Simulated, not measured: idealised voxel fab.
The document below concerns the process module designated voxel wiring stack.
The width of the displayed cross-section, cut, is 165 nm; its cells are square, with a size of 5 nm.
Notation: cross-section as square-cell grid; stated in bands, top first, going down; one or more cell rows per band. This entry defines a band. It first specifies the height of the band's top and the height of its bottom in nm, and then specifies the band's materials from left to right, stating each material with its width in nm. The word "throughout" identifies a single material that fills the band from edge to edge, while the word "air" identifies empty space. Heights from 0 (as-received wafer is one material below). Bottom band endless downward, as "0 -> down". Think of "30 to 40" as a width that walks from the first number to the second as you go down the band, top row to bottom row, taking equal-sized steps from row to row. Basically "remained unchanged" means that step didn't change any cell in the cross-section. Empty spaces counting at least 8 cells and having no open way to the top are listed in "Unvented cavities". The notation width x height at distance is used for each, the distance being from the left edge and all three values in nm. Note: text after step settings on the step line = simulator remark on that step. overlay nm: right-of-plan distance of the mask on a masked step; negative values mean left-of-plan.

# Intended process steps
- 1: RECEIVE, material Si
- 2: CONFORMAL_DEP, material SiO2, thk nm 15
- 3: DIRECTIONAL_DEP, material TiN, thk nm 5
- 4: DIRECTIONAL_DEP, material W, thk nm 15
- 5: PATTERN, tone cover, mask id METAL_1, material resist, width nm 30, pitch nm 50, thk nm 15, overlay nm 0
- 6: DIRECTIONAL_ETCH, etch materials W, depth nm 15
- 7: DIRECTIONAL_ETCH, etch materials TiN, depth nm 5
- 8: STRIP, etch materials resist
- 9: FILL_DEP, material lowk, thk nm 5
- 10: CMP, height nm 35
- 11: CONFORMAL_DEP, material SiCN, thk nm 5
- 12: DIRECTIONAL_DEP, material SiO2, thk nm 25
- 13: MASKED_ETCH, tone open, mask id METAL_2_HOLES, width nm 15, pitch nm 50, etch materials SiO2, depth nm 25, overlay nm 0
- 14: PATTERN, tone open, mask id METAL_2, material resist, width nm 30, pitch nm 50, thk nm 15, overlay nm 0
- 15: DIRECTIONAL_ETCH, etch materials SiO2, depth nm 15
- 16: DIRECTIONAL_ETCH, etch materials SiCN, depth nm 5
- 17: STRIP, etch materials resist
- 18: CONFORMAL_DEP, material TiN, thk nm 5
- 19: FILL_DEP, material Cu, thk nm 5
- 20: CMP, height nm 65
- 21: CONFORMAL_DEP, material SiCN, thk nm 5
- 22: DIRECTIONAL_DEP, material lowk, thk nm 20
- 23: PATTERN, tone open, mask id PLUG_2, material resist, width nm 15, pitch nm 50, thk nm 15, overlay nm 0
- 24: DIRECTIONAL_ETCH, etch materials lowk, depth nm 20
- 25: DIRECTIONAL_ETCH, etch materials SiCN, depth nm 5
- 26: STRIP, etch materials resist
- 27: EPI, material Ru, thk nm 10
- 28: EPI, material Ru, thk nm 10
- 29: EPI, material Ru, thk nm 5
- 30: DIRECTIONAL_DEP, material TiN, thk nm 5
- 31: DIRECTIONAL_DEP, material Ru, thk nm 20
- 32: MASKED_ETCH, tone cover, mask id METAL_3, width nm 30, pitch nm 50, etch materials Ru, depth nm 20, overlay nm 0
- 33: MASKED_ETCH, tone cover, mask id METAL_3, width nm 30, pitch nm 50, etch materials TiN, depth nm 5, overlay nm 0
- 34: FILL_DEP, material SiO2, thk nm 5
- 35: CMP, height nm 115
- 36: CONFORMAL_DEP, material SiCN, thk nm 5
Heads up: all these wafers start the same, and what changes between them is the thk nm in step 30. The value you see in the plan is just what the first wafer got.

# Cross-sectional view of the first of several wafers in the as-received condition, corresponding to the state following step 1
	0 -> down: Si throughout
	Unvented cavities: none

# Each row below is a wafer at the end of the module, listing for every material the number of cells it has gained (+) or lost (-) since it was received, followed by its closed voids
thk nm 5; +22 Cu; +78 Ru; +87 SiCN; +321 SiO2; +56 TiN; +36 W; +192 lowk; Unvented cavities: none
thk nm 10; +22 Cu; +66 Ru; +87 SiCN; +300 SiO2; +89 TiN; +36 W; +192 lowk; Unvented cavities: none
thk nm 15; +22 Cu; +54 Ru; +87 SiCN; +279 SiO2; +122 TiN; +36 W; +192 lowk; Unvented cavities: none
thk nm 20; +22 Cu; +42 Ru; +87 SiCN; +258 SiO2; +155 TiN; +36 W; +192 lowk; Unvented cavities: none
